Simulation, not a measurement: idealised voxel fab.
process module | voxel ribs on slabs
cross-section cut | 230 nm wide | cells 5 nm
A cross-section is a grid of square cells, given in bands from the top down. A band is one or more rows of cells.
Each band's line starts with the height of the band's top and of its bottom, in nm. Then come its materials from left to right, each with its width in nm. One material with "throughout" fills the band from edge to edge. "air" is empty space.
Height 0 is the level under which the wafer as received is all one material. The lowest band goes on downwards, as in "0 down".
A width such as "30 to 40" changes by the same amount from each row of cells to the next, from the band's top row to its bottom row.
"no change" after a step means that no cell of the cross-section changed.
closed voids: empty space of 8 cells or more with no open way to the top, each as width x height at its distance from the left edge, in nm
after a step's settings: what the simulator itself notes on the step
overlay nm, on a step with a mask: how far to the right of its planned place the mask lay; to the left if negative
plan
1 op RECEIVE | material Si
2 op DIRECTIONAL_DEP | material SiO2 | thk nm 25
3 op DIRECTIONAL_DEP | material polySi | thk nm 15
4 op PATTERN | tone cover | mask id RIB | material resist | width nm 25 | thk nm 15 | overlay nm 0
5 op DIRECTIONAL_ETCH | etch materials polySi | depth nm 10
6 op STRIP | etch materials resist
7 op DIRECTIONAL_DEP | material aC | thk nm 15
8 op PATTERN | tone cover | mask id SLAB | material resist | width nm 85 | thk nm 30 | overlay nm 0
9 op DIRECTIONAL_ETCH | etch materials aC | depth nm 15
10 op STRIP | etch materials resist
11 op DIRECTIONAL_ETCH | etch materials polySi | depth nm 5
12 op STRIP | etch materials aC
13 op FILL_DEP | material SiO2 | thk nm 20
14 op CMP | height nm 50
15 op DIRECTIONAL_DEP | material TiN | thk nm 10
16 op PATTERN | tone cover | mask id HEATER | material resist | width nm 35 | thk nm 15 | overlay nm 0
17 op DIRECTIONAL_ETCH | etch materials TiN | depth nm 10
18 op STRIP | etch materials resist
19 op CONFORMAL_DEP | material SiN | thk nm 10
first wafer, as planned
as received, after step 1
  0 down: Si throughout
  closed voids: none
after step 2
  25 to 0: SiO2 throughout
  below 0: unchanged
after step 3
  40 to 25: polySi throughout
  below 25: unchanged
after step 4
  55 to 40: air 100 | resist 25 | air 105
  below 40: unchanged
after step 5
  55 to 40: air 100 | resist 25 | air 105
  40 to 30: air 100 | polySi 25 | air 105
  below 30: unchanged
after step 6
  40 to 30: air 100 | polySi 25 | air 105
  below 30: unchanged
after step 7
  55 to 45: air 100 | aC 25 | air 105
  45 to 40: aC throughout
  40 to 30: aC 100 | polySi 25 | aC 105
  below 30: unchanged
after step 8
  85 to 55: air 70 | resist 85 | air 75
  55 to 45: air 70 | resist 30 | aC 25 | resist 30 | air 75
  below 45: unchanged
after step 9
  70 to 55: air 70 | resist 85 | air 75
  55 to 45: air 70 | resist 30 | aC 25 | resist 30 | air 75
  45 to 40: air 70 | aC 85 | air 75
  40 to 30: air 70 | aC 30 | polySi 25 | aC 30 | air 75
  below 30: unchanged
after step 10
  55 to 45: air 100 | aC 25 | air 105
  below 45: unchanged
after step 11
  55 to 45: air 100 | aC 25 | air 105
  45 to 40: air 70 | aC 85 | air 75
  40 to 30: air 70 | aC 30 | polySi 25 | aC 30 | air 75
  30 to 25: air 70 | polySi 85 | air 75
  below 25: unchanged
after step 12
  40 to 30: air 100 | polySi 25 | air 105
  below 30: unchanged
after step 13
  60 to 40: SiO2 throughout
  40 to 30: SiO2 100 | polySi 25 | SiO2 105
  30 to 25: SiO2 70 | polySi 85 | SiO2 75
  below 25: unchanged
after step 14
  50 to 40: SiO2 throughout
  below 40: unchanged
after step 15
  60 to 50: TiN throughout
  below 50: unchanged
after step 16
  75 to 60: air 95 | resist 35 | air 100
  below 60: unchanged
after step 17
  75 to 60: air 95 | resist 35 | air 100
  60 to 50: air 95 | TiN 35 | air 100
  below 50: unchanged
after step 18
  60 to 50: air 95 | TiN 35 | air 100
  below 50: unchanged
after step 19
  70 to 60: air 85 | SiN 55 | air 90
  60 to 50: SiN 95 | TiN 35 | SiN 100
  below 50: unchanged
second wafer: like start, like plan, one mistake. Through step 14 it matches the first wafer
when step 15 should have ended
  60 to 50: polySi throughout
  below 50: unchanged
when step 16 should have ended
  75 to 60: air 95 | resist 35 | air 100
  below 60: unchanged
when step 17 should have ended: no change
when step 18 should have ended
  60 to 50: polySi throughout
  below 50: unchanged
when step 19 should have ended
  70 to 60: SiN throughout
  below 60: unchanged
what went wrong: step 15 ran as: op DIRECTIONAL_DEP | material polySi | thk nm 10
at the end the second wafer has, in cells: 8 fewer of SiN | 14 fewer of TiN | 92 more of polySi
